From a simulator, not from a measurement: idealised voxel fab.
The following process module bears the name voxel fin reveal.
Square cell edge 5 nm, section width 160 nm, ID cut.
Heads up, the way a cross-section reads in here is a grid of square cells, handed over as bands from the top down, with every band being one or more rows of cells.
A band entry consists of two parts. The first gives the height of the band's top and the height of its bottom, in nm. The rest lists the band's materials from left to right, each with its width in nm. A single material labelled with the word "everywhere" fills the band from edge to edge, and the word "air" marks empty space.
Where do heights start? At 0: under that level the wafer as delivered is made of one material only. And the lowest band has no floor; it just carries on downward, as in "top 0, no bottom".
The two numbers in a width such as "30->40" mark its ends across the band: the first belongs to the top row of cells, the second to the bottom row, and from each row to the next the width moves by the same amount.
Step marked "everything unchanged"? Then no cell in the cross-section changed in it.
"Sealed void inventory": sealed empty spaces, 8 cells or more, no open way to top, listed width x height at distance, with distance from the left edge and width, height and distance in nm.
If you see something after the settings on a step's line, that's the simulator's own remark about that step.
overlay nm: where the mask lay relative to plan, measured to the right, on steps with a mask; negatives go left.

Intended process steps:
1) RECEIVE | material Si
2) CONFORMAL_DEP | material SiN | thk nm 5
3) MASKED_ETCH | tone cover | mask id FINS | width nm 15 | pitch nm 35 | etch materials SiN | depth nm 5 | overlay nm 0
4) MASKED_ETCH | tone cover | mask id FINS | width nm 15 | pitch nm 35 | etch materials Si | depth nm 30 | overlay nm 0
5) FILL_DEP | material SiO2 | thk nm 5
6) CMP | height nm -5
7) SELECTIVE_ETCH | etch materials SiO2 | depth nm 20
8) STRIP | etch materials SiN
Among the wafers covered here, the point of difference is the height nm at step 6; their starting state is shared, and the plan presents the value of the first wafer.

Sectional view: first of several wafers, as received, after step 1:
- top 0, no bottom: Si everywhere
- Sealed void inventory: none

Once step 8, the last step, is complete, the module is at its end; this is the cross-section of the first of several wafers:
- top -5, bottom -25: air: 20, then Si: 15, then air: 20, then Si: 15, then air: 20, then Si: 15, then air: 20, then Si: 15, then air: 20
- top -25, bottom -30: SiO2: 20, then Si: 15, then SiO2: 20, then Si: 15, then SiO2: 20, then Si: 15, then SiO2: 20, then Si: 15, then SiO2: 20
- top -30, no bottom: Si everywhere
- Sealed void inventory: none

The last wafer as seen in cross-section at the end of the module:
- top 0, bottom -10: air: 20, then Si: 15, then air: 20, then Si: 15, then air: 20, then Si: 15, then air: 20, then Si: 15, then air: 20
- top -10, bottom -30: SiO2: 20, then Si: 15, then SiO2: 20, then Si: 15, then SiO2: 20, then Si: 15, then SiO2: 20, then Si: 15, then SiO2: 20
- top -30, no bottom: Si everywhere
- Sealed void inventory: none

Basically each wafer gets a line in the table, showing it at the end of the module: material by material, the cells it gained (+) or lost (-) since we got it, then its closed voids:
height nm -5; -132 Si; +20 SiO2; Sealed void inventory: none
height nm 0; -120 Si; +40 SiO2; Sealed void inventory: none
height nm 5; -120 Si; +60 SiO2; Sealed void inventory: none
height nm 10; -120 Si; +80 SiO2; Sealed void inventory: none
